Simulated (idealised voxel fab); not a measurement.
The document below concerns the process module designated voxel wiring stack.
Cross-sectional view cut (width: 225 nm; square cell size: 5 nm).
A cross-section is a grid of square cells, given in bands from the top down. A band is one or more rows of cells.
It is stipulated that each band's entry specify, in nanometres, the height of the top of the band and then that of its bottom, followed by the materials of the band in left-to-right sequence, each together with its width in nanometres. A single material marked by the word "edge to edge" is understood to fill the band from edge to edge; the word "empty" is understood to denote empty space.
We count height from 0. Below that, the starting wafer is all one material. The lowest band never ends at the bottom but goes on down; see "0..down" for how that is written.
Width spec "30..40" -> top row of cells at first value, bottom row at second value, equal per-row change in between.
Step marked "remained unchanged"? Then no cell in the cross-section changed in it.
Any empty space of 8 cells or more lacking an open way to the top shows up in "Trapped voids" as width x height at distance, distance from the left edge, in nm.
Step line, after settings: the simulator's comment on this step.
A step's line can hold "overlay nm"; with a mask on that step, the setting says how far right of the planned place the mask lay, while a negative setting says it lay to the left.

Intended process steps:
step 1: RECEIVE | material Si
step 2: CONFORMAL_DEP | material SiO2 | thk nm 10
step 3: DIRECTIONAL_DEP | material TiN | thk nm 5
step 4: DIRECTIONAL_DEP | material W | thk nm 20
step 5: DIRECTIONAL_DEP | material aC | thk nm 15
step 6: PATTERN | tone cover | mask id METAL_1 | material resist | width nm 30 | pitch nm 55 | thk nm 30 | overlay nm 0
step 7: DIRECTIONAL_ETCH | etch materials aC | depth nm 15
step 8: STRIP | etch materials resist
step 9: DIRECTIONAL_ETCH | etch materials W | depth nm 20
step 10: DIRECTIONAL_ETCH | etch materials TiN | depth nm 5
step 11: STRIP | etch materials aC
step 12: CONFORMAL_DEP | material SiCN | thk nm 5
step 13: FILL_DEP | material lowk | thk nm 5
step 14: CMP | height nm 35
step 15: CONFORMAL_DEP | material SiCN | thk nm 5
step 16: DIRECTIONAL_DEP | material SiO2 | thk nm 35
step 17: DIRECTIONAL_DEP | material aC | thk nm 15
step 18: PATTERN | tone open | mask id METAL_2 | material resist | width nm 30 | pitch nm 55 | thk nm 35 | overlay nm 0
step 19: DIRECTIONAL_ETCH | etch materials aC | depth nm 15
step 20: STRIP | etch materials resist
step 21: DIRECTIONAL_ETCH | etch materials SiO2 | depth nm 20
step 22: STRIP | etch materials aC
step 23: DIRECTIONAL_DEP | material aC | thk nm 15
step 24: PATTERN | tone open | mask id METAL_2_HOLES | material resist | width nm 15 | pitch nm 55 | thk nm 35 | overlay nm 0
step 25: DIRECTIONAL_ETCH | etch materials aC | depth nm 15
step 26: STRIP | etch materials resist
step 27: DIRECTIONAL_ETCH | etch materials SiO2 | depth nm 15
step 28: DIRECTIONAL_ETCH | etch materials SiCN | depth nm 5
step 29: STRIP | etch materials aC
step 30: CONFORMAL_DEP | material TiN | thk nm 5
step 31: FILL_DEP | material Ru | thk nm 10
step 32: CMP | height nm 75
step 33: CONFORMAL_DEP | material SiCN | thk nm 5
step 34: DIRECTIONAL_DEP | material lowk | thk nm 10
step 35: DIRECTIONAL_DEP | material aC | thk nm 10
step 36: PATTERN | tone open | mask id PLUG_2 | material resist | width nm 15 | pitch nm 55 | thk nm 30 | overlay nm 0
step 37: DIRECTIONAL_ETCH | etch materials aC | depth nm 10
step 38: STRIP | etch materials resist
step 39: DIRECTIONAL_ETCH | etch materials lowk | depth nm 10
step 40: DIRECTIONAL_ETCH | etch materials SiCN | depth nm 5
step 41: STRIP | etch materials aC
step 42: CONFORMAL_DEP | material TiN | thk nm 5
step 43: FILL_DEP | material W | thk nm 10
step 44: CMP | height nm 90
step 45: DIRECTIONAL_DEP | material TiN | thk nm 5
step 46: DIRECTIONAL_DEP | material Ru | thk nm 25
step 47: DIRECTIONAL_DEP | material aC | thk nm 10
step 48: PATTERN | tone cover | mask id METAL_3 | material resist | width nm 30 | pitch nm 55 | thk nm 25 | overlay nm 0
step 49: DIRECTIONAL_ETCH | etch materials aC | depth nm 10
step 50: STRIP | etch materials resist
step 51: DIRECTIONAL_ETCH | etch materials Ru | depth nm 25
step 52: DIRECTIONAL_ETCH | etch materials TiN | depth nm 5
step 53: STRIP | etch materials aC
step 54: CONFORMAL_DEP | material SiCN | thk nm 5
step 55: FILL_DEP | material lowk | thk nm 10
step 56: CMP | height nm 120
step 57: CONFORMAL_DEP | material SiN | thk nm 5

As received, after step 1:
0..down  Si edge to edge
Trapped voids: none

Module complete - cross-section of the first of two wafers, run according to plan:
125..120  SiN edge to edge
120..95  10 nm lowk | 5 nm SiCN | 30 nm Ru | 5 nm SiCN | 15 nm lowk | 5 nm SiCN | 30 nm Ru | 5 nm SiCN | 15 nm lowk | 5 nm SiCN | 30 nm Ru | 5 nm SiCN | 15 nm lowk | 5 nm SiCN | 30 nm Ru | 5 nm SiCN | 10 nm lowk
95..90  15 nm SiCN | 30 nm TiN | 25 nm SiCN | 30 nm TiN | 25 nm SiCN | 30 nm TiN | 25 nm SiCN | 30 nm TiN | 15 nm SiCN
90..80  15 nm lowk | 5 nm TiN | 5 nm W | 5 nm TiN | 40 nm lowk | 5 nm TiN | 5 nm W | 5 nm TiN | 40 nm lowk | 5 nm TiN | 5 nm W | 5 nm TiN | 40 nm lowk | 5 nm TiN | 5 nm W | 5 nm TiN | 30 nm lowk
80..75  15 nm SiCN | 15 nm TiN | 40 nm SiCN | 15 nm TiN | 40 nm SiCN | 15 nm TiN | 40 nm SiCN | 15 nm TiN | 30 nm SiCN
75..60  15 nm SiO2 | 5 nm TiN | 20 nm Ru | 5 nm TiN | 25 nm SiO2 | 5 nm TiN | 20 nm Ru | 5 nm TiN | 25 nm SiO2 | 5 nm TiN | 20 nm Ru | 5 nm TiN | 25 nm SiO2 | 5 nm TiN | 20 nm Ru | 5 nm TiN | 15 nm SiO2
60..55  15 nm SiO2 | 5 nm TiN | 5 nm Ru | 20 nm TiN | 25 nm SiO2 | 5 nm TiN | 5 nm Ru | 20 nm TiN | 25 nm SiO2 | 5 nm TiN | 5 nm Ru | 20 nm TiN | 25 nm SiO2 | 5 nm TiN | 5 nm Ru | 20 nm TiN | 15 nm SiO2
55..40  15 nm SiO2 | 5 nm TiN | 5 nm Ru | 5 nm TiN | 40 nm SiO2 | 5 nm TiN | 5 nm Ru | 5 nm TiN | 40 nm SiO2 | 5 nm TiN | 5 nm Ru | 5 nm TiN | 40 nm SiO2 | 5 nm TiN | 5 nm Ru | 5 nm TiN | 30 nm SiO2
40..35  15 nm SiCN | 15 nm TiN | 40 nm SiCN | 15 nm TiN | 40 nm SiCN | 15 nm TiN | 40 nm SiCN | 15 nm TiN | 30 nm SiCN
35..15  10 nm lowk | 5 nm SiCN | 30 nm W | 5 nm SiCN | 15 nm lowk | 5 nm SiCN | 30 nm W | 5 nm SiCN | 15 nm lowk | 5 nm SiCN | 30 nm W | 5 nm SiCN | 15 nm lowk | 5 nm SiCN | 30 nm W | 5 nm SiCN | 10 nm lowk
15..10  15 nm SiCN | 30 nm TiN | 25 nm SiCN | 30 nm TiN | 25 nm SiCN | 30 nm TiN | 25 nm SiCN | 30 nm TiN | 15 nm SiCN
10..0  SiO2 edge to edge
0..down  Si edge to edge
Trapped voids: none

Cross-sectional image of the second wafer of the two following completion of the module. Starting state and process plan were the same as for the first wafer; one execution error occurred:
125..120  SiN edge to edge
120..95  10 nm lowk | 5 nm SiCN | 30 nm Ru | 5 nm SiCN | 15 nm lowk | 5 nm SiCN | 30 nm Ru | 5 nm SiCN | 15 nm lowk | 5 nm SiCN | 30 nm Ru | 5 nm SiCN | 15 nm lowk | 5 nm SiCN | 30 nm Ru | 5 nm SiCN | 10 nm lowk
95..90  15 nm SiCN | 30 nm TiN | 25 nm SiCN | 30 nm TiN | 25 nm SiCN | 30 nm TiN | 25 nm SiCN | 30 nm TiN | 15 nm SiCN
90..80  15 nm lowk | 5 nm TiN | 5 nm W | 5 nm TiN | 40 nm lowk | 5 nm TiN | 5 nm W | 5 nm TiN | 40 nm lowk | 5 nm TiN | 5 nm W | 5 nm TiN | 40 nm lowk | 5 nm TiN | 5 nm W | 5 nm TiN | 30 nm lowk
80..75  15 nm SiCN | 15 nm TiN | 40 nm SiCN | 15 nm TiN | 40 nm SiCN | 15 nm TiN | 40 nm SiCN | 15 nm TiN | 30 nm SiCN
75..65  Ru edge to edge
65..60  20 nm TiN | 20 nm Ru | 35 nm TiN | 20 nm Ru | 35 nm TiN | 20 nm Ru | 35 nm TiN | 20 nm Ru | 20 nm TiN
60..55  15 nm SiO2 | 20 nm TiN | 5 nm Ru | 5 nm TiN | 25 nm SiO2 | 20 nm TiN | 5 nm Ru | 5 nm TiN | 25 nm SiO2 | 20 nm TiN | 5 nm Ru | 5 nm TiN | 25 nm SiO2 | 20 nm TiN | 5 nm Ru | 5 nm TiN | 15 nm SiO2
55..40  30 nm SiO2 | 5 nm TiN | 5 nm Ru | 5 nm TiN | 40 nm SiO2 | 5 nm TiN | 5 nm Ru | 5 nm TiN | 40 nm SiO2 | 5 nm TiN | 5 nm Ru | 5 nm TiN | 40 nm SiO2 | 5 nm TiN | 5 nm Ru | 5 nm TiN | 15 nm SiO2
40..35  30 nm SiCN | 15 nm TiN | 40 nm SiCN | 15 nm TiN | 40 nm SiCN | 15 nm TiN | 40 nm SiCN | 15 nm TiN | 15 nm SiCN
35..15  10 nm lowk | 5 nm SiCN | 30 nm W | 5 nm SiCN | 15 nm lowk | 5 nm SiCN | 30 nm W | 5 nm SiCN | 15 nm lowk | 5 nm SiCN | 30 nm W | 5 nm SiCN | 15 nm lowk | 5 nm SiCN | 30 nm W | 5 nm SiCN | 10 nm lowk
15..10  15 nm SiCN | 30 nm TiN | 25 nm SiCN | 30 nm TiN | 25 nm SiCN | 30 nm TiN | 25 nm SiCN | 30 nm TiN | 15 nm SiCN
10..0  SiO2 edge to edge
0..down  Si edge to edge
Trapped voids: none
Finding, execution versus plan: step 24 ran as: PATTERN | tone cover | mask id METAL_2_HOLES | material resist | width nm 15 | pitch nm 55 | thk nm 35 | overlay nm 0
FYI, end of process, the second wafer has more or fewer cells of some materials than the first: +58 Ru | -63 SiO2 | +5 TiN
